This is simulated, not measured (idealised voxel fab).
The name of this process module is voxel tone inversion.
Shown is cross-section cut, with a width of 260 nm and square cells of size 5 nm.
When this document writes out a cross-section, it uses a grid of square cells and lists it as bands, beginning at the top and moving down, with a band standing for one or more rows of cells. It is stipulated that each band's entry specify, in nanometres, the height of the top of the band and then that of its bottom, followed by the materials of the band in left-to-right sequence, each together with its width in nanometres. A single material marked by the word "throughout" is understood to fill the band from edge to edge; the word "blank" is understood to denote empty space. Ref level 0: as-received wafer is one material below here. Bottom band extends down with no lower bound ("from 0 down"). Graded width ("30 to 40"): value in top row of band = first number; value in bottom row = second number; row-to-row change constant. Basically "all unchanged" means that step didn't change any cell in the cross-section. For the entry "Enclosed void entries", the listed items are empty spaces with no open way to the top whose size is 8 cells or more; each item follows the pattern width x height at distance, where distance is from the left edge and all three are in nm. Where a step's line continues beyond its settings, the continuation is a remark by the simulator itself on that step. What "overlay nm" on a step's line means: if the step has a mask, that mask lay this far to the right of its planned place, or, when the value is negative, to the left.
The planned process steps are enumerated hereunder
1 RECEIVE,material Si
2 CONFORMAL_DEP,material SiN,thk nm 10
3 DIRECTIONAL_DEP,material aC,thk nm 25
4 PATTERN,tone cover,mask id POSTS,material resist,width nm 25,pitch nm 50,thk nm 30,overlay nm 0
5 DIRECTIONAL_ETCH,etch materials aC,depth nm 25
6 STRIP,etch materials resist
7 FILL_DEP,material SiO2,thk nm 5
8 CMP,height nm 35
9 STRIP,etch materials aC
First of two wafers, with the run carried out as planned
Cross-section, incoming material, after step 1
- from 0 down  Si throughout
- Enclosed void entries: none
Sectional view: wafer, after step 2
- from 10 to 0  SiN throughout
- Note: structure below 0 unchanged.
Sectional view: wafer, after step 3
- from 35 to 10  aC throughout
- Note: structure below 10 unchanged.
Sectional view: wafer, after step 4
- from 65 to 35  blank (65) / resist (25) / blank (25) / resist (25) / blank (25) / resist (25) / blank (70)
- Note: structure below 35 unchanged.
Sectional view: wafer, after step 5
- from 40 to 35  blank (65) / resist (25) / blank (25) / resist (25) / blank (25) / resist (25) / blank (70)
- from 35 to 10  blank (65) / aC (25) / blank (25) / aC (25) / blank (25) / aC (25) / blank (70)
- Note: structure below 10 unchanged.
Sectional view: wafer, after step 6
- from 35 to 10  blank (65) / aC (25) / blank (25) / aC (25) / blank (25) / aC (25) / blank (70)
- Note: structure below 10 unchanged.
Sectional view: wafer, after step 7
- from 40 to 35  SiO2 throughout
- from 35 to 10  SiO2 (65) / aC (25) / SiO2 (25) / aC (25) / SiO2 (25) / aC (25) / SiO2 (70)
- Note: structure below 10 unchanged.
Sectional view: wafer, after step 8
- from 35 to 10  SiO2 (65) / aC (25) / SiO2 (25) / aC (25) / SiO2 (25) / aC (25) / SiO2 (70)
- Note: structure below 10 unchanged.
Sectional view: wafer, after step 9
- from 35 to 10  SiO2 (65) / blank (25) / SiO2 (25) / blank (25) / SiO2 (25) / blank (25) / SiO2 (70)
- Note: structure below 10 unchanged.
Second wafer. Start and plan as for the first. One mistake made in running. Agrees with the first up to and including step 6
Second wafer, cut view, end of step 7 per plan
- from 40 to 35  SiN throughout
- from 35 to 10  SiN (65) / aC (25) / SiN (25) / aC (25) / SiN (25) / aC (25) / SiN (70)
- Note: structure below 10 unchanged.
Second wafer, cut view, end of step 8 per plan
- from 35 to 10  SiN (65) / aC (25) / SiN (25) / aC (25) / SiN (25) / aC (25) / SiN (70)
- Note: structure below 10 unchanged.
Second wafer, cut view, end of step 9 per plan
- from 35 to 10  SiN (65) / blank (25) / SiN (25) / blank (25) / SiN (25) / blank (25) / SiN (70)
- Note: structure below 10 unchanged.
Diagnosis: step 7 off recipe, ran as FILL_DEP,material SiN,thk nm 5
Wafer comparison, final, in cells, second relative to first, materials more or fewer: +185 SiN; -185 SiO2
